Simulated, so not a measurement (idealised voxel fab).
A process module follows: voxel released beams.
Shown is cross-section cut, with a width of 230 nm and square cells of size 5 nm.
Cross-section spec: square-cell grid; bands listed top down; each band is one or more rows.
Quick guide to a band line: top height, bottom height (nm) up front; then every material left to right with its width in nm. Only one material and it's marked "edge to edge"? Then it fills the band edge to edge. And "empty" just means empty space.
Below 0: as-received wafer, all one material; heights counted from there. Lowest band: no bottom, goes on down, written "0 -> down".
Width: "30->40" (first number = top row, second number = bottom row, same change from row to row of cells).
You'll sometimes find "no modifications" written for a step, and that's the way of saying that nowhere in the cross-section did a cell change during that step.
In "Fully sealed voids" the enclosed voids are listed, meaning empty spaces of 8 cells or larger without any opening to the top. The form is width x height at distance, distance from the left edge, units nm.
after a step's settings: what the simulator itself notes on the step
The setting "overlay nm" may be written on the line of a step. When the step uses a mask, the value reports how far to the right of the planned place the mask lay, and a negative value reports that it lay to the left.
### Listed below are the process steps as planned
step 1: RECEIVE [material Si]
step 2: CONFORMAL_DEP [material Al2O3] [thk nm 10]
step 3: DIRECTIONAL_DEP [material SiO2] [thk nm 15]
step 4: PATTERN [tone open] [mask id ANCHOR] [material resist] [width nm 35] [thk nm 15] [overlay nm 0]
step 5: DIRECTIONAL_ETCH [etch materials SiO2] [depth nm 5]
step 6: STRIP [etch materials resist]
step 7: CONFORMAL_DEP [material polySi] [thk nm 10]
step 8: DIRECTIONAL_DEP [material aC] [thk nm 10]
step 9: PATTERN [tone cover] [mask id BEAM] [material resist] [width nm 95] [thk nm 25] [overlay nm 0]
step 10: DIRECTIONAL_ETCH [etch materials aC] [depth nm 10]
step 11: STRIP [etch materials resist]
step 12: DIRECTIONAL_ETCH [etch materials polySi] [depth nm 10]
step 13: STRIP [etch materials aC]
step 14: STRIP [etch materials SiO2]
Among the wafers covered here, the point of difference is the depth nm at step 5; their starting state is shared, and the plan presents the value of the first wafer.
### The first of several wafers as received, shown in cross-section; this is its state after step 1
  0 -> down = Si edge to edge
  Fully sealed voids: none
### Per wafer, end of module: cells gained (+) or lost (-) per material since receipt, then closed voids
depth nm 5; +92 Al2O3; Fully sealed voids: none
depth nm 10; +92 Al2O3; Fully sealed voids: none
depth nm 15; +92 Al2O3; +50 polySi; Fully sealed voids: none
depth nm 20; +92 Al2O3; +50 polySi; Fully sealed voids: none
depth nm 25; +92 Al2O3; +50 polySi; Fully sealed voids: none
depth nm 30; +92 Al2O3; +50 polySi; Fully sealed voids: none
